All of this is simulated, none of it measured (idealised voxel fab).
process module | voxel ribs on slabs
The cross-section on display is named cut; it measures 195 nm wide, and its cells are 5 nm squares.
When this document writes out a cross-section, it uses a grid of square cells and lists it as bands, beginning at the top and moving down, with a band standing for one or more rows of cells. Heights first: top, then bottom, in nm. Then materials, left to right, each with a width in nm. "all across" on a single material: fills the band edge to edge. "blank": empty space. Height datum 0, below which the as-received substrate wafer is one material. Lowest band open at the bottom, running downward: "0 down". Quick explanation for "30->40": the width changes in equal steps down the rows of cells, from the first number in the band's top row to the second number in its bottom row. Reading "nothing different" for a step: not a cell of the cross-section changed in it. Under "Closed void catalog" you'll find the enclosed gaps, the ones with no way out to the top, that are 8 cells or bigger; each reads width x height at distance, with distance counted from the left edge, everything in nm. That trailing text on a step's line, after the settings, is the simulator's own remark on the step. overlay nm, on a step with a mask: how far to the right of its planned place the mask lay; to the left if negative.

This section lists the process steps that were planned:
- 1: RECEIVE: material Si
- 2: DIRECTIONAL_DEP: material SiO2, thk nm 30
- 3: DIRECTIONAL_DEP: material SiN, thk nm 25
- 4: PATTERN: tone cover, mask id RIB, material resist, width nm 30, thk nm 15, overlay nm 0
- 5: DIRECTIONAL_ETCH: etch materials SiN, depth nm 15
- 6: STRIP: etch materials resist
- 7: DIRECTIONAL_DEP: material aC, thk nm 10
- 8: PATTERN: tone cover, mask id SLAB, material resist, width nm 70, thk nm 25, overlay nm 0
- 9: DIRECTIONAL_ETCH: etch materials aC, depth nm 10
- 10: STRIP: etch materials resist
- 11: DIRECTIONAL_ETCH: etch materials SiN, depth nm 10
- 12: STRIP: etch materials aC
- 13: FILL_DEP: material SiO2, thk nm 25
- 14: CMP: height nm 70
- 15: DIRECTIONAL_DEP: material W, thk nm 10
- 16: DIRECTIONAL_DEP: material aC, thk nm 15
- 17: PATTERN: tone cover, mask id HEATER, material resist, width nm 40, thk nm 35, overlay nm 0
- 18: DIRECTIONAL_ETCH: etch materials aC, depth nm 15
- 19: STRIP: etch materials resist
- 20: DIRECTIONAL_ETCH: etch materials W, depth nm 10
- 21: STRIP: etch materials aC
- 22: CONFORMAL_DEP: material SiO2, thk nm 10

Run as planned: first of two wafers:

Received-state cross-section, reflecting completion of step 1:
- 0 down  Si all across
- Closed void catalog: none

Cross-section: wafer state after step 2:
- 30 to 0  SiO2 all across
- Beneath the level 0, the cross-section is identical to its previous state.

Cross-section: wafer state after step 3:
- 55 to 30  SiN all across
- Beneath the level 30, the cross-section is identical to its previous state.

Cross-section: wafer state after step 4:
- 70 to 55  80 of blank, then 30 of resist, then 85 of blank
- Beneath the level 55, the cross-section is identical to its previous state.

Cross-section: wafer state after step 5:
- 70 to 55  80 of blank, then 30 of resist, then 85 of blank
- 55 to 40  80 of blank, then 30 of SiN, then 85 of blank
- Beneath the level 40, the cross-section is identical to its previous state.

Cross-section: wafer state after step 6:
- 55 to 40  80 of blank, then 30 of SiN, then 85 of blank
- Beneath the level 40, the cross-section is identical to its previous state.

Cross-section: wafer state after step 7:
- 65 to 55  80 of blank, then 30 of aC, then 85 of blank
- 55 to 50  80 of blank, then 30 of SiN, then 85 of blank
- 50 to 40  80 of aC, then 30 of SiN, then 85 of aC
- Beneath the level 40, the cross-section is identical to its previous state.

Cross-section: wafer state after step 8:
- 90 to 65  60 of blank, then 70 of resist, then 65 of blank
- 65 to 55  60 of blank, then 20 of resist, then 30 of aC, then 20 of resist, then 65 of blank
- 55 to 50  60 of blank, then 20 of resist, then 30 of SiN, then 20 of resist, then 65 of blank
- Beneath the level 50, the cross-section is identical to its previous state.

Cross-section: wafer state after step 9:
- 80 to 65  60 of blank, then 70 of resist, then 65 of blank
- 65 to 55  60 of blank, then 20 of resist, then 30 of aC, then 20 of resist, then 65 of blank
- 55 to 50  60 of blank, then 20 of resist, then 30 of SiN, then 20 of resist, then 65 of blank
- 50 to 40  60 of blank, then 20 of aC, then 30 of SiN, then 20 of aC, then 65 of blank
- Beneath the level 40, the cross-section is identical to its previous state.

Cross-section: wafer state after step 10:
- 65 to 55  80 of blank, then 30 of aC, then 85 of blank
- 55 to 50  80 of blank, then 30 of SiN, then 85 of blank
- Beneath the level 50, the cross-section is identical to its previous state.

Cross-section: wafer state after step 11:
- 65 to 55  80 of blank, then 30 of aC, then 85 of blank
- 55 to 50  80 of blank, then 30 of SiN, then 85 of blank
- 50 to 40  60 of blank, then 20 of aC, then 30 of SiN, then 20 of aC, then 65 of blank
- 40 to 30  60 of blank, then 70 of SiN, then 65 of blank
- Beneath the level 30, the cross-section is identical to its previous state.

Cross-section: wafer state after step 12:
- 55 to 40  80 of blank, then 30 of SiN, then 85 of blank
- Beneath the level 40, the cross-section is identical to its previous state.

Cross-section: wafer state after step 13:
- 80 to 55  SiO2 all across
- 55 to 40  80 of SiO2, then 30 of SiN, then 85 of SiO2
- 40 to 30  60 of SiO2, then 70 of SiN, then 65 of SiO2
- Beneath the level 30, the cross-section is identical to its previous state.

Cross-section: wafer state after step 14:
- 70 to 55  SiO2 all across
- Beneath the level 55, the cross-section is identical to its previous state.

Cross-section: wafer state after step 15:
- 80 to 70  W all across
- Beneath the level 70, the cross-section is identical to its previous state.

Cross-section: wafer state after step 16:
- 95 to 80  aC all across
- Beneath the level 80, the cross-section is identical to its previous state.

Cross-section: wafer state after step 17:
- 130 to 95  75 of blank, then 40 of resist, then 80 of blank
- Beneath the level 95, the cross-section is identical to its previous state.

Cross-section: wafer state after step 18:
- 115 to 95  75 of blank, then 40 of resist, then 80 of blank
- 95 to 80  75 of blank, then 40 of aC, then 80 of blank
- Beneath the level 80, the cross-section is identical to its previous state.

Cross-section: wafer state after step 19:
- 95 to 80  75 of blank, then 40 of aC, then 80 of blank
- Beneath the level 80, the cross-section is identical to its previous state.

Cross-section: wafer state after step 20:
- 95 to 80  75 of blank, then 40 of aC, then 80 of blank
- 80 to 70  75 of blank, then 40 of W, then 80 of blank
- Beneath the level 70, the cross-section is identical to its previous state.

Cross-section: wafer state after step 21:
- 80 to 70  75 of blank, then 40 of W, then 80 of blank
- Beneath the level 70, the cross-section is identical to its previous state.

Cross-section: wafer state after step 22:
- 90 to 80  65 of blank, then 60 of SiO2, then 70 of blank
- 80 to 70  75 of SiO2, then 40 of W, then 80 of SiO2
- Beneath the level 70, the cross-section is identical to its previous state.

What follows concerns the second wafer, which started out like the first and was meant to follow the very same plan; one mistake crept in when it was run, but everything up to and including step 3 is the same as for the first wafer:

At the planned end of step 4, the second wafer in cross-section:
- 70 to 55  75 of blank, then 30 of resist, then 90 of blank
- Beneath the level 55, the cross-section is identical to its previous state.

At the planned end of step 5, the second wafer in cross-section:
- 70 to 55  75 of blank, then 30 of resist, then 90 of blank
- 55 to 40  75 of blank, then 30 of SiN, then 90 of blank
- Beneath the level 40, the cross-section is identical to its previous state.

At the planned end of step 6, the second wafer in cross-section:
- 55 to 40  75 of blank, then 30 of SiN, then 90 of blank
- Beneath the level 40, the cross-section is identical to its previous state.

At the planned end of step 7, the second wafer in cross-section:
- 65 to 55  75 of blank, then 30 of aC, then 90 of blank
- 55 to 50  75 of blank, then 30 of SiN, then 90 of blank
- 50 to 40  75 of aC, then 30 of SiN, then 90 of aC
- Beneath the level 40, the cross-section is identical to its previous state.

At the planned end of step 8, the second wafer in cross-section:
- 90 to 65  60 of blank, then 70 of resist, then 65 of blank
- 65 to 55  60 of blank, then 15 of resist, then 30 of aC, then 25 of resist, then 65 of blank
- 55 to 50  60 of blank, then 15 of resist, then 30 of SiN, then 25 of resist, then 65 of blank
- Beneath the level 50, the cross-section is identical to its previous state.

At the planned end of step 9, the second wafer in cross-section:
- 80 to 65  60 of blank, then 70 of resist, then 65 of blank
- 65 to 55  60 of blank, then 15 of resist, then 30 of aC, then 25 of resist, then 65 of blank
- 55 to 50  60 of blank, then 15 of resist, then 30 of SiN, then 25 of resist, then 65 of blank
- 50 to 40  60 of blank, then 15 of aC, then 30 of SiN, then 25 of aC, then 65 of blank
- Beneath the level 40, the cross-section is identical to its previous state.

At the planned end of step 10, the second wafer in cross-section:
- 65 to 55  75 of blank, then 30 of aC, then 90 of blank
- 55 to 50  75 of blank, then 30 of SiN, then 90 of blank
- Beneath the level 50, the cross-section is identical to its previous state.

At the planned end of step 11, the second wafer in cross-section:
- 65 to 55  75 of blank, then 30 of aC, then 90 of blank
- 55 to 50  75 of blank, then 30 of SiN, then 90 of blank
- 50 to 40  60 of blank, then 15 of aC, then 30 of SiN, then 25 of aC, then 65 of blank
- 40 to 30  60 of blank, then 70 of SiN, then 65 of blank
- Beneath the level 30, the cross-section is identical to its previous state.

At the planned end of step 12, the second wafer in cross-section:
- 55 to 40  75 of blank, then 30 of SiN, then 90 of blank
- Beneath the level 40, the cross-section is identical to its previous state.

At the planned end of step 13, the second wafer in cross-section:
- 80 to 55  SiO2 all across
- 55 to 40  75 of SiO2, then 30 of SiN, then 90 of SiO2
- 40 to 30  60 of SiO2, then 70 of SiN, then 65 of SiO2
- Beneath the level 30, the cross-section is identical to its previous state.

At the planned end of step 14, the second wafer in cross-section:
- 70 to 55  SiO2 all across
- Beneath the level 55, the cross-section is identical to its previous state.

At the planned end of step 15, the second wafer in cross-section:
- 80 to 70  W all across
- Beneath the level 70, the cross-section is identical to its previous state.

At the planned end of step 16, the second wafer in cross-section:
- 95 to 80  aC all across
- Beneath the level 80, the cross-section is identical to its previous state.

At the planned end of step 17, the second wafer in cross-section:
- 130 to 95  75 of blank, then 40 of resist, then 80 of blank
- Beneath the level 95, the cross-section is identical to its previous state.

At the planned end of step 18, the second wafer in cross-section:
- 115 to 95  75 of blank, then 40 of resist, then 80 of blank
- 95 to 80  75 of blank, then 40 of aC, then 80 of blank
- Beneath the level 80, the cross-section is identical to its previous state.

At the planned end of step 19, the second wafer in cross-section:
- 95 to 80  75 of blank, then 40 of aC, then 80 of blank
- Beneath the level 80, the cross-section is identical to its previous state.

At the planned end of step 20, the second wafer in cross-section:
- 95 to 80  75 of blank, then 40 of aC, then 80 of blank
- 80 to 70  75 of blank, then 40 of W, then 80 of blank
- Beneath the level 70, the cross-section is identical to its previous state.

At the planned end of step 21, the second wafer in cross-section:
- 80 to 70  75 of blank, then 40 of W, then 80 of blank
- Beneath the level 70, the cross-section is identical to its previous state.

At the planned end of step 22, the second wafer in cross-section:
- 90 to 80  65 of blank, then 60 of SiO2, then 70 of blank
- 80 to 70  75 of SiO2, then 40 of W, then 80 of SiO2
- Beneath the level 70, the cross-section is identical to its previous state.
What broke from the plan during processing? in deviation from the planned setting, step 4 was conducted as PATTERN: tone cover, mask id RIB, material resist, width nm 30, thk nm 15, overlay nm -5
Both wafers, final: cells per material equal; arrangement not.
